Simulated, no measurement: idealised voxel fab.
Presented below is a process module, voxel double patterning.
cross-section cut | 290 nm wide | cells 5 nm
Cross-sections here: square-cell grids, written as top-down lists of bands, a band being one or more rows of cells.
First you get the band's top height and its bottom height, in nm, and then the materials it's made of, left to right, with each width in nm. If you see a single material with "full width", that one covers the band edge to edge. "blank" is empty space.
Heights are expressed relative to 0, this being the level below which the as-received wafer comprises one material exclusively. The lowest band is unbounded in the downward direction and is denoted as in "0 nm and below".
Width: "30 to 40" (first number = top row, second number = bottom row, same change from row to row of cells).
Key: "nothing changed" - step with no changed cell in the cross-section.
What "Fully enclosed voids" gives you is every empty space of 8 cells or more that is cut off from the top. Each appears as width x height at distance, with the distance taken from the left edge and width, height and distance all in nm.
That trailing text on a step's line, after the settings, is the simulator's own remark on the step.
"overlay nm" on a masked step: distance the mask lay right of its planned place, negative for left.

Process steps foreseen in the plan:
step 1: RECEIVE, material Si
step 2: CONFORMAL_DEP, material SiO2, thk nm 5
step 3: DIRECTIONAL_DEP, material polySi, thk nm 10
step 4: DIRECTIONAL_DEP, material SiCN, thk nm 5
step 5: PATTERN, tone open, mask id FIRST, material resist, width nm 15, pitch nm 50, thk nm 20, overlay nm 0
step 6: DIRECTIONAL_ETCH, etch materials SiCN, depth nm 5
step 7: STRIP, etch materials resist
step 8: PATTERN, tone open, mask id SECOND, material resist, width nm 15, thk nm 15, overlay nm -15
step 9: DIRECTIONAL_ETCH, etch materials SiCN, depth nm 5
step 10: STRIP, etch materials resist
step 11: DIRECTIONAL_ETCH, etch materials polySi, depth nm 10
step 12: STRIP, etch materials SiCN
The plan shows the overlay nm of step 8 as the first wafer had it; this setting differs between the wafers, which start out alike.

The first of several wafers in cross-section, exactly as it reached us after step 1:
> 0 nm and below | Si full width
> Fully enclosed voids: none

Heads up, this table goes wafer by wafer. A row tells you, at the end of the module, how many cells of each material that wafer has put on (+) or dropped (-) since it was received, and then its closed voids:
overlay nm -15; +58 SiO2; +100 polySi; Fully enclosed voids: none
overlay nm -10; +58 SiO2; +98 polySi; Fully enclosed voids: none
overlay nm -5; +58 SiO2; +98 polySi; Fully enclosed voids: none
overlay nm 0; +58 SiO2; +98 polySi; Fully enclosed voids: none
overlay nm 5; +58 SiO2; +98 polySi; Fully enclosed voids: none
overlay nm 10; +58 SiO2; +98 polySi; Fully enclosed voids: none
overlay nm 15; +58 SiO2; +100 polySi; Fully enclosed voids: none
